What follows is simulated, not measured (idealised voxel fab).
Presented below is a process module, voxel self aligned vias.
255 nm wide, 5 nm square cells: that's cross-section cut.
Bands, listed from the top down, are how a cross-section gets written in this document; the cross-section itself is a grid of square cells, and a band is one or more rows of them. Quick guide to a band line: top height, bottom height (nm) up front; then every material left to right with its width in nm. Only one material and it's marked "full width"? Then it fills the band edge to edge. And "blank" just means empty space. Heights are expressed relative to 0, this being the level below which the as-received wafer comprises one material exclusively. The lowest band is unbounded in the downward direction and is denoted as in "from 0 down". Think of "30 to 40" as a width that walks from the first number to the second as you go down the band, top row to bottom row, taking equal-sized steps from row to row. "remains unaltered" means the step left every cell of the cross-section as it was. The label "Closed void list" introduces a list of the empty spaces, 8 cells or larger, that have no open way up to the top; each entry in it reads width x height at distance, where the distance is taken from the left edge and all three are stated in nm. Whatever follows a step's settings on its line is a remark the simulator itself makes about that step. overlay nm, on a step with a mask: how far to the right of its planned place the mask lay; to the left if negative.

**Process steps - plan**
- 1: RECEIVE, material Si
- 2: CONFORMAL_DEP, material SiO2, thk nm 10
- 3: CONFORMAL_DEP, material SiCN, thk nm 5
- 4: DIRECTIONAL_DEP, material lowk, thk nm 30
- 5: PATTERN, tone open, mask id LINES, material resist, width nm 25, pitch nm 70, thk nm 15, overlay nm 0
- 6: DIRECTIONAL_ETCH, etch materials lowk, depth nm 30
- 7: STRIP, etch materials resist
- 8: CONFORMAL_DEP, material TiN, thk nm 5
- 9: FILL_DEP, material Ru, thk nm 5
- 10: CMP, height nm 45
- 11: SELECTIVE_ETCH, etch materials W Ru TiN, depth nm 5
- 12: FILL_DEP, material SiN, thk nm 10
- 13: CMP, height nm 45
- 14: DIRECTIONAL_DEP, material lowk, thk nm 15
- 15: DIRECTIONAL_DEP, material aC, thk nm 10
- 16: PATTERN, tone open, mask id VIAS, material resist, width nm 45, thk nm 30, overlay nm 0
- 17: DIRECTIONAL_ETCH, etch materials aC, depth nm 10
- 18: STRIP, etch materials resist
- 19: DIRECTIONAL_ETCH, etch materials lowk, depth nm 15
- 20: DIRECTIONAL_ETCH, etch materials SiN, depth nm 5
- 21: STRIP, etch materials aC
- 22: CONFORMAL_DEP, material TiN, thk nm 5
- 23: FILL_DEP, material Ru, thk nm 5
- 24: CMP, height nm 60
- 25: CONFORMAL_DEP, material SiN, thk nm 5

**As received (post step 1): cross-section**
	from 0 down: Si full width
	Closed void list: none

**first wafer at the end, as planned**
	from 65 to 60: SiN full width
	from 60 to 50: 70 of lowk, 5 of TiN, 35 of Ru, 5 of TiN, 140 of lowk
	from 50 to 45: 70 of lowk, 15 of TiN, 15 of Ru, 15 of TiN, 140 of lowk
	from 45 to 40: 80 of lowk, 25 of TiN, 45 of lowk, 25 of SiN, 80 of lowk
	from 40 to 20: 80 of lowk, 5 of TiN, 15 of Ru, 5 of TiN, 45 of lowk, 5 of TiN, 15 of Ru, 5 of TiN, 80 of lowk
	from 20 to 15: 80 of lowk, 25 of TiN, 45 of lowk, 25 of TiN, 80 of lowk
	from 15 to 10: SiCN full width
	from 10 to 0: SiO2 full width
	from 0 down: Si full width
	Closed void list: none

**Presented here is a cross-section of the second of the two wafers as it stood at the end of the module. It was started in the same manner and assigned the same plan as the first wafer; however, one mistake was made in its execution**
	from 65 to 60: SiN full width
	from 60 to 45: 70 of lowk, 5 of TiN, 35 of Ru, 5 of TiN, 140 of lowk
	from 45 to 40: 70 of SiN, 45 of TiN, 140 of SiN
	from 40 to 15: 80 of lowk, 5 of TiN, 15 of Ru, 5 of TiN, 45 of lowk, 5 of TiN, 15 of Ru, 5 of TiN, 80 of lowk
	from 15 to 10: 80 of lowk, 25 of TiN, 45 of lowk, 25 of TiN, 80 of lowk
	from 10 to 0: SiO2 full width
	from 0 down: Si full width
	Closed void list: none
Short version of what went wrong: plan step 3: skipped, not run
Counted in cells at the end, the second wafer holds more or fewer of these materials than the first: +10 Ru; -51 SiCN; +37 SiN; +4 TiN
